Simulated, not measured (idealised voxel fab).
You're looking at the process module voxel released beams.
FYI the section here is cut, 210 nm wide, cells are 5 nm squares.
Cross-section = grid of square cells, listed top down in bands; band = one or more rows. For a band, the entry starts with two heights in nm, that of the top and then that of the bottom, and carries on with the band's materials in order from left to right, each alongside its width in nm; the word "full width" beside a single material means it fills the band edge to edge, and "blank" means empty space. Beneath 0, the wafer as received is one material, and that level is where height counting begins. The lowest band goes on downward without a bottom; it is written like "z 0 and below". The notation "30->40" denotes a width that varies across the rows of cells in the band, beginning at the first number in the top row, finishing at the second number in the bottom row, and changing by an identical amount from each row to the next. Reading "remained the same" for a step: not a cell of the cross-section changed in it. "Closed internal voids" specifies each empty space that is not open to the top and that occupies no fewer than 8 cells, using the form width x height at distance, the distance measured from the left edge and all three quantities in nm. On a step's line, text after the settings is the simulator commenting on that step. overlay nm: how far to the right of its planned place the mask lay on this masked step (negative: to the left).

# Intended process steps
- 1: RECEIVE, material Si
- 2: CONFORMAL_DEP, material SiN, thk nm 10
- 3: DIRECTIONAL_DEP, material SiO2, thk nm 10
- 4: PATTERN, tone open, mask id ANCHOR, material resist, width nm 45, thk nm 20, overlay nm 0
- 5: DIRECTIONAL_ETCH, etch materials SiO2, depth nm 10
- 6: STRIP, etch materials resist
- 7: CONFORMAL_DEP, material W, thk nm 15
- 8: PATTERN, tone cover, mask id BEAM, material resist, width nm 115, thk nm 15, overlay nm 0
- 9: DIRECTIONAL_ETCH, etch materials W, depth nm 15
- 10: STRIP, etch materials resist
- 11: STRIP, etch materials SiO2

# Delivered wafer in cross-section: state after step 1
	z 0 and below | Si full width
	Closed internal voids: none

# Looking at the first of two wafers in cross-section at end of module - ran to plan
	z 35 to 25 | blank 45 nm / W 20 nm / blank 15 nm / W 80 nm / blank 50 nm
	z 25 to 20 | blank 45 nm / W 115 nm / blank 50 nm
	z 20 to 10 | blank 50 nm / W 45 nm / blank 115 nm
	z 10 to 0 | SiN full width
	z 0 and below | Si full width
	Closed internal voids: none

# This is the second of the two wafers, cross-sectioned at the end of the module; it started exactly like the first and was given the same plan, but it was run with one mistake
	z 35 to 20 | blank 45 nm / W 115 nm / blank 50 nm
	z 20 to 10 | SiN full width
	z 10 to 0 | SiO2 full width
	z 0 and below | Si full width
	Closed internal voids: none
Diagnosis: the processing plan was not followed for steps 2 and 3, which were run with their positions exchanged
End check, counted in cells, second wafer has more or fewer of these materials than the first: +84 SiO2 | -12 W
